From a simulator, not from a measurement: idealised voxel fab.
Process module heading - voxel trench capacitor
Square cell edge 5 nm, section width 270 nm, ID cut.
Format of a cross-section: grid, square cells. Given as bands. Order: top down. Band: one or more rows of cells.
Heads up on the band format: heights come first, top then bottom, in nm. After that it's the materials left to right, each with its width in nm. A single material flagged "throughout" fills the whole band edge to edge, and "air" means there's empty space there.
Heights are measured from 0, the level below which the as-received wafer is all one material; the lowest band has no bottom and continues downward, written as in "top 0, no bottom".
Read "30->40" as a graded width: first number on top, second number at the bottom, same change between each pair of neighbouring rows.
It should be understood that the words "remains unaltered", when stated for a given step, signify that the cross-section underwent no change in any of its cells during that step.
Sealed void list: empty space of 8 cells or more with no open way to the top, each as width x height at its distance from the left edge, in nm
Past the settings on a step's line: simulator remark, on that step.
overlay nm: mask offset rightward from planned place, masked step; negative means leftward offset.
LIST OF PLANNED PROCESS STEPS
1,RECEIVE: material Si
2,CONFORMAL_DEP: material SiN, thk nm 5
3,PATTERN: tone open, mask id TRENCH, material resist, width nm 25, pitch nm 50, thk nm 20, overlay nm 0
4,DIRECTIONAL_ETCH: etch materials SiN, depth nm 5
5,DIRECTIONAL_ETCH: etch materials Si, depth nm 40
6,STRIP: etch materials resist
7,CONFORMAL_DEP: material SiO2, thk nm 5
8,FILL_DEP: material polySi, thk nm 5
9,CMP: height nm 5
FIRST OF TWO WAFERS, WITH THE RUN CARRIED OUT AS PLANNED
INCOMING WAFER, CROSS-SECTIONAL VIEW, POST STEP 1
* top 0, no bottom  Si throughout
* Sealed void list: none
CROSS-SECTION OF THE WAFER AFTER STEP 2
* top 5, bottom 0  SiN throughout
* Lower than 0, everything is as it was.
CROSS-SECTION OF THE WAFER AFTER STEP 3
* top 25, bottom 5  70 of resist, then 25 of air, then 25 of resist, then 25 of air, then 25 of resist, then 25 of air, then 75 of resist
* Lower than 5, everything is as it was.
CROSS-SECTION OF THE WAFER AFTER STEP 4
* top 25, bottom 5  70 of resist, then 25 of air, then 25 of resist, then 25 of air, then 25 of resist, then 25 of air, then 75 of resist
* top 5, bottom 0  70 of SiN, then 25 of air, then 25 of SiN, then 25 of air, then 25 of SiN, then 25 of air, then 75 of SiN
* Lower than 0, everything is as it was.
CROSS-SECTION OF THE WAFER AFTER STEP 5
* top 25, bottom 5  70 of resist, then 25 of air, then 25 of resist, then 25 of air, then 25 of resist, then 25 of air, then 75 of resist
* top 5, bottom 0  70 of SiN, then 25 of air, then 25 of SiN, then 25 of air, then 25 of SiN, then 25 of air, then 75 of SiN
* top 0, bottom -40  70 of Si, then 25 of air, then 25 of Si, then 25 of air, then 25 of Si, then 25 of air, then 75 of Si
* Lower than -40, everything is as it was.
CROSS-SECTION OF THE WAFER AFTER STEP 6
* top 5, bottom 0  70 of SiN, then 25 of air, then 25 of SiN, then 25 of air, then 25 of SiN, then 25 of air, then 75 of SiN
* Lower than 0, everything is as it was.
CROSS-SECTION OF THE WAFER AFTER STEP 7
* top 10, bottom 5  75 of SiO2, then 15 of air, then 35 of SiO2, then 15 of air, then 35 of SiO2, then 15 of air, then 80 of SiO2
* top 5, bottom 0  70 of SiN, then 5 of SiO2, then 15 of air, then 5 of SiO2, then 25 of SiN, then 5 of SiO2, then 15 of air, then 5 of SiO2, then 25 of SiN, then 5 of SiO2, then 15 of air, then 5 of SiO2, then 75 of SiN
* top 0, bottom -35  70 of Si, then 5 of SiO2, then 15 of air, then 5 of SiO2, then 25 of Si, then 5 of SiO2, then 15 of air, then 5 of SiO2, then 25 of Si, then 5 of SiO2, then 15 of air, then 5 of SiO2, then 75 of Si
* top -35, bottom -40  70 of Si, then 25 of SiO2, then 25 of Si, then 25 of SiO2, then 25 of Si, then 25 of SiO2, then 75 of Si
* Lower than -40, everything is as it was.
CROSS-SECTION OF THE WAFER AFTER STEP 8
* top 15, bottom 10  polySi throughout
* top 10, bottom 5  75 of SiO2, then 15 of polySi, then 35 of SiO2, then 15 of polySi, then 35 of SiO2, then 15 of polySi, then 80 of SiO2
* top 5, bottom 0  70 of SiN, then 5 of SiO2, then 15 of polySi, then 5 of SiO2, then 25 of SiN, then 5 of SiO2, then 15 of polySi, then 5 of SiO2, then 25 of SiN, then 5 of SiO2, then 15 of polySi, then 5 of SiO2, then 75 of SiN
* top 0, bottom -35  70 of Si, then 5 of SiO2, then 15 of polySi, then 5 of SiO2, then 25 of Si, then 5 of SiO2, then 15 of polySi, then 5 of SiO2, then 25 of Si, then 5 of SiO2, then 15 of polySi, then 5 of SiO2, then 75 of Si
* Lower than -35, everything is as it was.
CROSS-SECTION OF THE WAFER AFTER STEP 9
* top 5, bottom 0  70 of SiN, then 5 of SiO2, then 15 of polySi, then 5 of SiO2, then 25 of SiN, then 5 of SiO2, then 15 of polySi, then 5 of SiO2, then 25 of SiN, then 5 of SiO2, then 15 of polySi, then 5 of SiO2, then 75 of SiN
* Lower than 0, everything is as it was.
SECOND WAFER - SHARED START AND PLAN WITH THE FIRST - ONE ERROR IN RUNNING - SAME AS THE FIRST UP TO STEP 2 INCLUSIVE
SECOND WAFER AT THE PLANNED FINISH OF STEP 3, SEEN IN CROSS-SECTION
* top 25, bottom 5  65 of resist, then 25 of air, then 25 of resist, then 25 of air, then 25 of resist, then 25 of air, then 80 of resist
* Lower than 5, everything is as it was.
SECOND WAFER AT THE PLANNED FINISH OF STEP 4, SEEN IN CROSS-SECTION
* top 25, bottom 5  65 of resist, then 25 of air, then 25 of resist, then 25 of air, then 25 of resist, then 25 of air, then 80 of resist
* top 5, bottom 0  65 of SiN, then 25 of air, then 25 of SiN, then 25 of air, then 25 of SiN, then 25 of air, then 80 of SiN
* Lower than 0, everything is as it was.
SECOND WAFER AT THE PLANNED FINISH OF STEP 5, SEEN IN CROSS-SECTION
* top 25, bottom 5  65 of resist, then 25 of air, then 25 of resist, then 25 of air, then 25 of resist, then 25 of air, then 80 of resist
* top 5, bottom 0  65 of SiN, then 25 of air, then 25 of SiN, then 25 of air, then 25 of SiN, then 25 of air, then 80 of SiN
* top 0, bottom -40  65 of Si, then 25 of air, then 25 of Si, then 25 of air, then 25 of Si, then 25 of air, then 80 of Si
* Lower than -40, everything is as it was.
SECOND WAFER AT THE PLANNED FINISH OF STEP 6, SEEN IN CROSS-SECTION
* top 5, bottom 0  65 of SiN, then 25 of air, then 25 of SiN, then 25 of air, then 25 of SiN, then 25 of air, then 80 of SiN
* Lower than 0, everything is as it was.
SECOND WAFER AT THE PLANNED FINISH OF STEP 7, SEEN IN CROSS-SECTION
* top 10, bottom 5  70 of SiO2, then 15 of air, then 35 of SiO2, then 15 of air, then 35 of SiO2, then 15 of air, then 85 of SiO2
* top 5, bottom 0  65 of SiN, then 5 of SiO2, then 15 of air, then 5 of SiO2, then 25 of SiN, then 5 of SiO2, then 15 of air, then 5 of SiO2, then 25 of SiN, then 5 of SiO2, then 15 of air, then 5 of SiO2, then 80 of SiN
* top 0, bottom -35  65 of Si, then 5 of SiO2, then 15 of air, then 5 of SiO2, then 25 of Si, then 5 of SiO2, then 15 of air, then 5 of SiO2, then 25 of Si, then 5 of SiO2, then 15 of air, then 5 of SiO2, then 80 of Si
* top -35, bottom -40  65 of Si, then 25 of SiO2, then 25 of Si, then 25 of SiO2, then 25 of Si, then 25 of SiO2, then 80 of Si
* Lower than -40, everything is as it was.
SECOND WAFER AT THE PLANNED FINISH OF STEP 8, SEEN IN CROSS-SECTION
* top 15, bottom 10  polySi throughout
* top 10, bottom 5  70 of SiO2, then 15 of polySi, then 35 of SiO2, then 15 of polySi, then 35 of SiO2, then 15 of polySi, then 85 of SiO2
* top 5, bottom 0  65 of SiN, then 5 of SiO2, then 15 of polySi, then 5 of SiO2, then 25 of SiN, then 5 of SiO2, then 15 of polySi, then 5 of SiO2, then 25 of SiN, then 5 of SiO2, then 15 of polySi, then 5 of SiO2, then 80 of SiN
* top 0, bottom -35  65 of Si, then 5 of SiO2, then 15 of polySi, then 5 of SiO2, then 25 of Si, then 5 of SiO2, then 15 of polySi, then 5 of SiO2, then 25 of Si, then 5 of SiO2, then 15 of polySi, then 5 of SiO2, then 80 of Si
* Lower than -35, everything is as it was.
SECOND WAFER AT THE PLANNED FINISH OF STEP 9, SEEN IN CROSS-SECTION
* top 5, bottom 0  65 of SiN, then 5 of SiO2, then 15 of polySi, then 5 of SiO2, then 25 of SiN, then 5 of SiO2, then 15 of polySi, then 5 of SiO2, then 25 of SiN, then 5 of SiO2, then 15 of polySi, then 5 of SiO2, then 80 of SiN
* Lower than 0, everything is as it was.
Here's what went sideways: step 3 changed vs plan, executed as PATTERN: tone open, mask id TRENCH, material resist, width nm 25, pitch nm 50, thk nm 20, overlay nm -5
Final state: per-material cell counts identical on both wafers; locations differ.
